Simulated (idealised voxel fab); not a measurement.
The process module that follows is named voxel ribs on slabs.
The width of the displayed cross-section, cut, is 145 nm; its cells are square, with a size of 5 nm.
The cross-sections in this document take the form of a grid made of square cells. They are written out as bands, in order from top to bottom. Each band consists of one or more rows of cells.
In this notation a band is specified by the heights of its top and bottom, in that order and in nm, after which its materials appear from left to right, each paired with its width in nm. The word "full width" attached to a single material means that material fills the band from edge to edge; the word "blank" stands for empty space.
Height datum 0, below which the as-received substrate wafer is one material. Lowest band open at the bottom, running downward: "z 0 and below".
With a width like "30..40", each row of cells in the band differs from the next by the same amount, the top row carrying the first number and the bottom row the second.
No cell of the cross-section changed in a step that is given as "nothing altered".
Voids not open to the top, 8 cells minimum: see "Listed closed voids". Written width x height at distance; distance is from the left edge; nm.
Note: text after step settings on the step line = simulator remark on that step.
On any step carrying a mask, the "overlay nm" setting, if present on the step's line, tells how far right of its planned place the mask lay; negative values point to the left.

Steps planned for the process:
1) RECEIVE with material Si
2) DIRECTIONAL_DEP with material SiO2, thk nm 25
3) DIRECTIONAL_DEP with material polySi, thk nm 25
4) PATTERN with tone cover, mask id RIB, material resist, width nm 20, thk nm 15, overlay nm 0
5) DIRECTIONAL_ETCH with etch materials polySi, depth nm 15
6) STRIP with etch materials resist
7) MASKED_ETCH with tone cover, mask id SLAB, width nm 80, etch materials polySi, depth nm 10, overlay nm 0
8) FILL_DEP with material SiO2, thk nm 15
9) CMP with height nm 60
10) DIRECTIONAL_DEP with material TiN, thk nm 5
11) PATTERN with tone cover, mask id HEATER, material resist, width nm 30, thk nm 20, overlay nm 0
12) DIRECTIONAL_ETCH with etch materials TiN, depth nm 5
13) STRIP with etch materials resist
14) CONFORMAL_DEP with material SiN, thk nm 5

The first of two wafers, run as planned:

Wafer at receipt (post step 1), cross-section:
> z 0 and below = Si full width
> Listed closed voids: none

after step 2:
> z 25 to 0 = SiO2 full width
> Everything below 0 is unchanged.

after step 3:
> z 50 to 25 = polySi full width
> Everything below 25 is unchanged.

after step 4:
> z 65 to 50 = blank (60) | resist (20) | blank (65)
> Everything below 50 is unchanged.

after step 5:
> z 65 to 50 = blank (60) | resist (20) | blank (65)
> z 50 to 35 = blank (60) | polySi (20) | blank (65)
> Everything below 35 is unchanged.

after step 6:
> z 50 to 35 = blank (60) | polySi (20) | blank (65)
> Everything below 35 is unchanged.

after step 7:
> z 50 to 35 = blank (60) | polySi (20) | blank (65)
> z 35 to 25 = blank (30) | polySi (80) | blank (35)
> Everything below 25 is unchanged.

after step 8:
> z 65 to 50 = SiO2 full width
> z 50 to 35 = SiO2 (60) | polySi (20) | SiO2 (65)
> z 35 to 25 = SiO2 (30) | polySi (80) | SiO2 (35)
> Everything below 25 is unchanged.

after step 9:
> z 60 to 50 = SiO2 full width
> Everything below 50 is unchanged.

after step 10:
> z 65 to 60 = TiN full width
> Everything below 60 is unchanged.

after step 11:
> z 85 to 65 = blank (55) | resist (30) | blank (60)
> Everything below 65 is unchanged.

after step 12:
> z 85 to 65 = blank (55) | resist (30) | blank (60)
> z 65 to 60 = blank (55) | TiN (30) | blank (60)
> Everything below 60 is unchanged.

after step 13:
> z 65 to 60 = blank (55) | TiN (30) | blank (60)
> Everything below 60 is unchanged.

after step 14:
> z 70 to 65 = blank (50) | SiN (40) | blank (55)
> z 65 to 60 = SiN (55) | TiN (30) | SiN (60)
> Everything below 60 is unchanged.

Here the second wafer is described. Its start and its plan were those of the first wafer. Its run contained one mistake. Up to and including step 13, it did exactly what the first wafer did:

At the planned end of step 14, the second wafer in cross-section: nothing altered
Finding, execution versus plan: not run: step 14 of the plan (skipped)
Cell-count delta at end, second wafer over first, by material: SiN -31
